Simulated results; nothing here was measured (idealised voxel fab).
Presented below is a process module, voxel capacitor over wiring.
The cross-section on display is named cut; it measures 230 nm wide, and its cells are 5 nm squares.
Heads up, the way a cross-section reads in here is a grid of square cells, handed over as bands from the top down, with every band being one or more rows of cells.
Read a band's entry like this: the first values are the height of its top and the height of its bottom in nm, and what follows is the sequence of materials from left to right, each with its width in nm. Note that "empty" is empty space, and that a single material marked "throughout" reaches across the band from edge to edge.
Height is counted from the level 0, under which the received wafer is composed throughout of one material. The lowest of the bands is not closed at the bottom but continues downward, in the notation "top 0, no bottom".
Width spec "30..40" -> top row of cells at first value, bottom row at second value, equal per-row change in between.
Where the words "nothing different" appear for a step, the cross-section shows no cell changed by that step; every cell remained as before.
Entry "Sealed void list". Content: empty spaces with no open connection to the top, size 8 cells or greater. Each: width x height at distance. Distance: from left edge. Unit: nm.
Note: text after step settings on the step line = simulator remark on that step.
Among the settings permitted on a step's line is "overlay nm"; applied to a step with a mask, it specifies the extent to which the mask lay to the right of its planned position, whereas a negative figure signifies a position to the left.

Planned step list for the process:
1) RECEIVE [material Si]
2) CONFORMAL_DEP [material SiO2] [thk nm 10]
3) CONFORMAL_DEP [material SiCN] [thk nm 5]
4) DIRECTIONAL_DEP [material SiO2] [thk nm 20]
5) DIRECTIONAL_DEP [material aC] [thk nm 10]
6) PATTERN [tone open] [mask id METAL_1] [material resist] [width nm 25] [pitch nm 95] [thk nm 25] [overlay nm 0]
7) DIRECTIONAL_ETCH [etch materials aC] [depth nm 10]
8) STRIP [etch materials resist]
9) DIRECTIONAL_ETCH [etch materials SiO2] [depth nm 20]
10) DIRECTIONAL_ETCH [etch materials SiCN] [depth nm 5]
11) STRIP [etch materials aC]
12) CONFORMAL_DEP [material TiN] [thk nm 5]
13) FILL_DEP [material Cu] [thk nm 10]
14) CMP [height nm 35]
15) CONFORMAL_DEP [material SiCN] [thk nm 5]
16) DIRECTIONAL_DEP [material SiO2] [thk nm 10]
17) PATTERN [tone open] [mask id PLUG_1] [material resist] [width nm 15] [thk nm 15] [overlay nm 0]
18) DIRECTIONAL_ETCH [etch materials SiO2] [depth nm 10]
19) DIRECTIONAL_ETCH [etch materials SiCN] [depth nm 5]
20) STRIP [etch materials resist]
21) CONFORMAL_DEP [material TiN] [thk nm 5]
22) FILL_DEP [material Cu] [thk nm 10]
23) CMP [height nm 50]
24) DIRECTIONAL_DEP [material TiN] [thk nm 5]
25) DIRECTIONAL_DEP [material SiN] [thk nm 5]
26) DIRECTIONAL_DEP [material TiN] [thk nm 5]
27) MASKED_ETCH [tone cover] [mask id UPPER_PLATE] [width nm 75] [etch materials TiN] [depth nm 5] [overlay nm 0]
28) MASKED_ETCH [tone cover] [mask id UPPER_PLATE] [width nm 75] [etch materials SiN] [depth nm 5] [overlay nm 0]
29) DIRECTIONAL_DEP [material aC] [thk nm 10]
30) PATTERN [tone cover] [mask id LOWER_PLATE] [material resist] [width nm 85] [thk nm 25] [overlay nm 0]
31) DIRECTIONAL_ETCH [etch materials aC] [depth nm 10]
32) STRIP [etch materials resist]
33) DIRECTIONAL_ETCH [etch materials TiN] [depth nm 5]
34) STRIP [etch materials aC]
35) FILL_DEP [material SiO2] [thk nm 15]
36) CMP [height nm 75]
37) DIRECTIONAL_DEP [material aC] [thk nm 15]
38) PATTERN [tone open] [mask id PLUG_2] [material resist] [width nm 15] [thk nm 30] [overlay nm 0]
39) DIRECTIONAL_ETCH [etch materials aC] [depth nm 15]
40) STRIP [etch materials resist]
41) DIRECTIONAL_ETCH [etch materials SiO2] [depth nm 10]
42) STRIP [etch materials aC]
43) CONFORMAL_DEP [material TiN] [thk nm 5]
44) FILL_DEP [material W] [thk nm 10]
45) CMP [height nm 75]
46) CONFORMAL_DEP [material SiN] [thk nm 5]

First out of two wafers; run went to plan:

Incoming wafer in cross-section (state: after step 1):
> top 0, no bottom | Si throughout
> Sealed void list: none

Once step 2 is through, the wafer looks like this in cross-section:
> top 10, bottom 0 | SiO2 throughout
> All layers under 0 are left as they were.

Once step 3 is through, the wafer looks like this in cross-section:
> top 15, bottom 10 | SiCN throughout
> All layers under 10 are left as they were.

Once step 4 is through, the wafer looks like this in cross-section:
> top 35, bottom 15 | SiO2 throughout
> All layers under 15 are left as they were.

Once step 5 is through, the wafer looks like this in cross-section:
> top 45, bottom 35 | aC throughout
> All layers under 35 are left as they were.

Once step 6 is through, the wafer looks like this in cross-section:
> top 70, bottom 45 | 55 nm resist | 25 nm empty | 70 nm resist | 25 nm empty | 55 nm resist
> All layers under 45 are left as they were.

Once step 7 is through, the wafer looks like this in cross-section:
> top 60, bottom 45 | 55 nm resist | 25 nm empty | 70 nm resist | 25 nm empty | 55 nm resist
> top 45, bottom 35 | 55 nm aC | 25 nm empty | 70 nm aC | 25 nm empty | 55 nm aC
> All layers under 35 are left as they were.

Once step 8 is through, the wafer looks like this in cross-section:
> top 45, bottom 35 | 55 nm aC | 25 nm empty | 70 nm aC | 25 nm empty | 55 nm aC
> All layers under 35 are left as they were.

Once step 9 is through, the wafer looks like this in cross-section:
> top 45, bottom 35 | 55 nm aC | 25 nm empty | 70 nm aC | 25 nm empty | 55 nm aC
> top 35, bottom 15 | 55 nm SiO2 | 25 nm empty | 70 nm SiO2 | 25 nm empty | 55 nm SiO2
> All layers under 15 are left as they were.

Once step 10 is through, the wafer looks like this in cross-section:
> top 45, bottom 35 | 55 nm aC | 25 nm empty | 70 nm aC | 25 nm empty | 55 nm aC
> top 35, bottom 15 | 55 nm SiO2 | 25 nm empty | 70 nm SiO2 | 25 nm empty | 55 nm SiO2
> top 15, bottom 10 | 55 nm SiCN | 25 nm empty | 70 nm SiCN | 25 nm empty | 55 nm SiCN
> All layers under 10 are left as they were.

Once step 11 is through, the wafer looks like this in cross-section:
> top 35, bottom 15 | 55 nm SiO2 | 25 nm empty | 70 nm SiO2 | 25 nm empty | 55 nm SiO2
> All layers under 15 are left as they were.

Once step 12 is through, the wafer looks like this in cross-section:
> top 40, bottom 35 | 60 nm TiN | 15 nm empty | 80 nm TiN | 15 nm empty | 60 nm TiN
> top 35, bottom 15 | 55 nm SiO2 | 5 nm TiN | 15 nm empty | 5 nm TiN | 70 nm SiO2 | 5 nm TiN | 15 nm empty | 5 nm TiN | 55 nm SiO2
> top 15, bottom 10 | 55 nm SiCN | 25 nm TiN | 70 nm SiCN | 25 nm TiN | 55 nm SiCN
> All layers under 10 are left as they were.

Once step 13 is through, the wafer looks like this in cross-section:
> top 50, bottom 40 | Cu throughout
> top 40, bottom 35 | 60 nm TiN | 15 nm Cu | 80 nm TiN | 15 nm Cu | 60 nm TiN
> top 35, bottom 15 | 55 nm SiO2 | 5 nm TiN | 15 nm Cu | 5 nm TiN | 70 nm SiO2 | 5 nm TiN | 15 nm Cu | 5 nm TiN | 55 nm SiO2
> All layers under 15 are left as they were.

Once step 14 is through, the wafer looks like this in cross-section:
> top 35, bottom 15 | 55 nm SiO2 | 5 nm TiN | 15 nm Cu | 5 nm TiN | 70 nm SiO2 | 5 nm TiN | 15 nm Cu | 5 nm TiN | 55 nm SiO2
> All layers under 15 are left as they were.

Once step 15 is through, the wafer looks like this in cross-section:
> top 40, bottom 35 | SiCN throughout
> All layers under 35 are left as they were.

Once step 16 is through, the wafer looks like this in cross-section:
> top 50, bottom 40 | SiO2 throughout
> All layers under 40 are left as they were.

Once step 17 is through, the wafer looks like this in cross-section:
> top 65, bottom 50 | 65 nm resist | 15 nm empty | 150 nm resist
> All layers under 50 are left as they were.

Once step 18 is through, the wafer looks like this in cross-section:
> top 65, bottom 50 | 65 nm resist | 15 nm empty | 150 nm resist
> top 50, bottom 40 | 65 nm SiO2 | 15 nm empty | 150 nm SiO2
> All layers under 40 are left as they were.

Once step 19 is through, the wafer looks like this in cross-section:
> top 65, bottom 50 | 65 nm resist | 15 nm empty | 150 nm resist
> top 50, bottom 40 | 65 nm SiO2 | 15 nm empty | 150 nm SiO2
> top 40, bottom 35 | 65 nm SiCN | 15 nm empty | 150 nm SiCN
> All layers under 35 are left as they were.

Once step 20 is through, the wafer looks like this in cross-section:
> top 50, bottom 40 | 65 nm SiO2 | 15 nm empty | 150 nm SiO2
> All layers under 40 are left as they were.

Once step 21 is through, the wafer looks like this in cross-section:
> top 55, bottom 50 | 70 nm TiN | 5 nm empty | 155 nm TiN
> top 50, bottom 40 | 65 nm SiO2 | 5 nm TiN | 5 nm empty | 5 nm TiN | 150 nm SiO2
> top 40, bottom 35 | 65 nm SiCN | 15 nm TiN | 150 nm SiCN
> All layers under 35 are left as they were.

Once step 22 is through, the wafer looks like this in cross-section:
> top 65, bottom 55 | Cu throughout
> top 55, bottom 50 | 70 nm TiN | 5 nm Cu | 155 nm TiN
> top 50, bottom 40 | 65 nm SiO2 | 5 nm TiN | 5 nm Cu | 5 nm TiN | 150 nm SiO2
> All layers under 40 are left as they were.

Once step 23 is through, the wafer looks like this in cross-section:
> top 50, bottom 40 | 65 nm SiO2 | 5 nm TiN | 5 nm Cu | 5 nm TiN | 150 nm SiO2
> All layers under 40 are left as they were.

Once step 24 is through, the wafer looks like this in cross-section:
> top 55, bottom 50 | TiN throughout
> All layers under 50 are left as they were.

Once step 25 is through, the wafer looks like this in cross-section:
> top 60, bottom 55 | SiN throughout
> All layers under 55 are left as they were.

Once step 26 is through, the wafer looks like this in cross-section:
> top 65, bottom 60 | TiN throughout
> All layers under 60 are left as they were.

Once step 27 is through, the wafer looks like this in cross-section:
> top 65, bottom 60 | 65 nm empty | 75 nm TiN | 90 nm empty
> All layers under 60 are left as they were.

Once step 28 is through, the wafer looks like this in cross-section:
> top 65, bottom 60 | 65 nm empty | 75 nm TiN | 90 nm empty
> top 60, bottom 55 | 65 nm empty | 75 nm SiN | 90 nm empty
> All layers under 55 are left as they were.

Once step 29 is through, the wafer looks like this in cross-section:
> top 75, bottom 65 | 65 nm empty | 75 nm aC | 90 nm empty
> top 65, bottom 60 | 65 nm aC | 75 nm TiN | 90 nm aC
> top 60, bottom 55 | 65 nm aC | 75 nm SiN | 90 nm aC
> All layers under 55 are left as they were.

Once step 30 is through, the wafer looks like this in cross-section:
> top 100, bottom 75 | 60 nm empty | 85 nm resist | 85 nm empty
> top 75, bottom 65 | 60 nm empty | 5 nm resist | 75 nm aC | 5 nm resist | 85 nm empty
> All layers under 65 are left as they were.

Once step 31 is through, the wafer looks like this in cross-section:
> top 90, bottom 75 | 60 nm empty | 85 nm resist | 85 nm empty
> top 75, bottom 65 | 60 nm empty | 5 nm resist | 75 nm aC | 5 nm resist | 85 nm empty
> top 65, bottom 60 | 60 nm empty | 5 nm aC | 75 nm TiN | 5 nm aC | 85 nm empty
> top 60, bottom 55 | 60 nm empty | 5 nm aC | 75 nm SiN | 5 nm aC | 85 nm empty
> All layers under 55 are left as they were.

Once step 32 is through, the wafer looks like this in cross-section:
> top 75, bottom 65 | 65 nm empty | 75 nm aC | 90 nm empty
> All layers under 65 are left as they were.

Once step 33 is through, the wafer looks like this in cross-section:
> top 75, bottom 65 | 65 nm empty | 75 nm aC | 90 nm empty
> top 65, bottom 60 | 60 nm empty | 5 nm aC | 75 nm TiN | 5 nm aC | 85 nm empty
> top 60, bottom 55 | 60 nm empty | 5 nm aC | 75 nm SiN | 5 nm aC | 85 nm empty
> top 55, bottom 50 | 60 nm empty | 85 nm TiN | 85 nm empty
> All layers under 50 are left as they were.

Once step 34 is through, the wafer looks like this in cross-section:
> top 65, bottom 60 | 65 nm empty | 75 nm TiN | 90 nm empty
> top 60, bottom 55 | 65 nm empty | 75 nm SiN | 90 nm empty
> All layers under 55 are left as they were.

Once step 35 is through, the wafer looks like this in cross-section:
> top 80, bottom 65 | SiO2 throughout
> top 65, bottom 60 | 65 nm SiO2 | 75 nm TiN | 90 nm SiO2
> top 60, bottom 55 | 65 nm SiO2 | 75 nm SiN | 90 nm SiO2
> top 55, bottom 50 | 60 nm SiO2 | 85 nm TiN | 85 nm SiO2
> All layers under 50 are left as they were.

Once step 36 is through, the wafer looks like this in cross-section:
> top 75, bottom 65 | SiO2 throughout
> All layers under 65 are left as they were.

Once step 37 is through, the wafer looks like this in cross-section:
> top 90, bottom 75 | aC throughout
> All layers under 75 are left as they were.

Once step 38 is through, the wafer looks like this in cross-section:
> top 120, bottom 90 | 75 nm resist | 15 nm empty | 140 nm resist
> All layers under 90 are left as they were.

Once step 39 is through, the wafer looks like this in cross-section:
> top 105, bottom 90 | 75 nm resist | 15 nm empty | 140 nm resist
> top 90, bottom 75 | 75 nm aC | 15 nm empty | 140 nm aC
> All layers under 75 are left as they were.

Once step 40 is through, the wafer looks like this in cross-section:
> top 90, bottom 75 | 75 nm aC | 15 nm empty | 140 nm aC
> All layers under 75 are left as they were.

Once step 41 is through, the wafer looks like this in cross-section:
> top 90, bottom 75 | 75 nm aC | 15 nm empty | 140 nm aC
> top 75, bottom 65 | 75 nm SiO2 | 15 nm empty | 140 nm SiO2
> All layers under 65 are left as they were.

Once step 42 is through, the wafer looks like this in cross-section:
> top 75, bottom 65 | 75 nm SiO2 | 15 nm empty | 140 nm SiO2
> All layers under 65 are left as they were.

Once step 43 is through, the wafer looks like this in cross-section:
> top 80, bottom 75 | 80 nm TiN | 5 nm empty | 145 nm TiN
> top 75, bottom 70 | 75 nm SiO2 | 5 nm TiN | 5 nm empty | 5 nm TiN | 140 nm SiO2
> top 70, bottom 60 | 75..65 nm SiO2 | 15..75 nm TiN | 140..90 nm SiO2
> All layers under 60 are left as they were.

Once step 44 is through, the wafer looks like this in cross-section:
> top 90, bottom 80 | W throughout
> top 80, bottom 75 | 80 nm TiN | 5 nm W | 145 nm TiN
> top 75, bottom 70 | 75 nm SiO2 | 5 nm TiN | 5 nm W | 5 nm TiN | 140 nm SiO2
> All layers under 70 are left as they were.

Once step 45 is through, the wafer looks like this in cross-section:
> top 75, bottom 70 | 75 nm SiO2 | 5 nm TiN | 5 nm W | 5 nm TiN | 140 nm SiO2
> All layers under 70 are left as they were.

Once step 46 is through, the wafer looks like this in cross-section:
> top 80, bottom 75 | SiN throughout
> All layers under 75 are left as they were.

Second wafer, same starting state and plan as the first, one mistake in the run, identical through step 27:

Second wafer: cross-section at the scheduled end of step 28:
> top 65, bottom 60 | 65 nm empty | 75 nm TiN | 90 nm empty
> top 60, bottom 55 | 65 nm empty | 75 nm SiN | 90 nm empty
> All layers under 55 are left as they were.

Second wafer: cross-section at the scheduled end of step 29:
> top 75, bottom 65 | 65 nm empty | 75 nm aC | 90 nm empty
> top 65, bottom 60 | 65 nm aC | 75 nm TiN | 90 nm aC
> top 60, bottom 55 | 65 nm aC | 75 nm SiN | 90 nm aC
> All layers under 55 are left as they were.

Second wafer: cross-section at the scheduled end of step 30:
> top 100, bottom 75 | 60 nm empty | 85 nm resist | 85 nm empty
> top 75, bottom 65 | 60 nm empty | 5 nm resist | 75 nm aC | 5 nm resist | 85 nm empty
> All layers under 65 are left as they were.

Second wafer: cross-section at the scheduled end of step 31:
> top 90, bottom 75 | 60 nm empty | 85 nm resist | 85 nm empty
> top 75, bottom 65 | 60 nm empty | 5 nm resist | 75 nm aC | 5 nm resist | 85 nm empty
> top 65, bottom 60 | 60 nm empty | 5 nm aC | 75 nm TiN | 5 nm aC | 85 nm empty
> top 60, bottom 55 | 60 nm empty | 5 nm aC | 75 nm SiN | 5 nm aC | 85 nm empty
> All layers under 55 are left as they were.

Second wafer: cross-section at the scheduled end of step 32:
> top 75, bottom 65 | 65 nm empty | 75 nm aC | 90 nm empty
> All layers under 65 are left as they were.

Second wafer: cross-section at the scheduled end of step 33:
> top 75, bottom 65 | 65 nm empty | 75 nm aC | 90 nm empty
> top 65, bottom 60 | 60 nm empty | 5 nm aC | 75 nm TiN | 5 nm aC | 85 nm empty
> top 60, bottom 55 | 60 nm empty | 5 nm aC | 75 nm SiN | 5 nm aC | 85 nm empty
> top 55, bottom 50 | 60 nm empty | 85 nm TiN | 85 nm empty
> All layers under 50 are left as they were.

Second wafer: cross-section at the scheduled end of step 34:
> top 65, bottom 60 | 65 nm empty | 75 nm TiN | 90 nm empty
> top 60, bottom 55 | 65 nm empty | 75 nm SiN | 90 nm empty
> All layers under 55 are left as they were.

Second wafer: cross-section at the scheduled end of step 35:
> top 80, bottom 65 | SiO2 throughout
> top 65, bottom 60 | 65 nm SiO2 | 75 nm TiN | 90 nm SiO2
> top 60, bottom 55 | 65 nm SiO2 | 75 nm SiN | 90 nm SiO2
> top 55, bottom 50 | 60 nm SiO2 | 85 nm TiN | 85 nm SiO2
> All layers under 50 are left as they were.

Second wafer: cross-section at the scheduled end of step 36:
> top 75, bottom 65 | SiO2 throughout
> All layers under 65 are left as they were.

Second wafer: cross-section at the scheduled end of step 37:
> top 90, bottom 75 | aC throughout
> All layers under 75 are left as they were.

Second wafer: cross-section at the scheduled end of step 38:
> top 120, bottom 90 | 75 nm resist | 15 nm empty | 140 nm resist
> All layers under 90 are left as they were.

Second wafer: cross-section at the scheduled end of step 39:
> top 105, bottom 90 | 75 nm resist | 15 nm empty | 140 nm resist
> top 90, bottom 75 | 75 nm aC | 15 nm empty | 140 nm aC
> All layers under 75 are left as they were.

Second wafer: cross-section at the scheduled end of step 40:
> top 90, bottom 75 | 75 nm aC | 15 nm empty | 140 nm aC
> All layers under 75 are left as they were.

Second wafer: cross-section at the scheduled end of step 41:
> top 90, bottom 75 | 75 nm aC | 15 nm empty | 140 nm aC
> top 75, bottom 65 | 75 nm SiO2 | 15 nm empty | 140 nm SiO2
> All layers under 65 are left as they were.

Second wafer: cross-section at the scheduled end of step 42:
> top 75, bottom 65 | 75 nm SiO2 | 15 nm empty | 140 nm SiO2
> All layers under 65 are left as they were.

Second wafer: cross-section at the scheduled end of step 43:
> top 80, bottom 75 | 80 nm TiN | 5 nm empty | 145 nm TiN
> top 75, bottom 70 | 75 nm SiO2 | 5 nm TiN | 5 nm empty | 5 nm TiN | 140 nm SiO2
> top 70, bottom 60 | 75..65 nm SiO2 | 15..75 nm TiN | 140..90 nm SiO2
> All layers under 60 are left as they were.

Second wafer: cross-section at the scheduled end of step 44:
> top 90, bottom 80 | W throughout
> top 80, bottom 75 | 80 nm TiN | 5 nm W | 145 nm TiN
> top 75, bottom 70 | 75 nm SiO2 | 5 nm TiN | 5 nm W | 5 nm TiN | 140 nm SiO2
> All layers under 70 are left as they were.

Second wafer: cross-section at the scheduled end of step 45:
> top 75, bottom 70 | 75 nm SiO2 | 5 nm TiN | 5 nm W | 5 nm TiN | 140 nm SiO2
> All layers under 70 are left as they were.

Second wafer: cross-section at the scheduled end of step 46:
> top 80, bottom 75 | SiN throughout
> All layers under 75 are left as they were.
Short version of what went wrong: step 28 from the plan got run twice
The two wafers come out with the same cross-section, meaning that, for this model, the mistake has no consequence in the computed result.
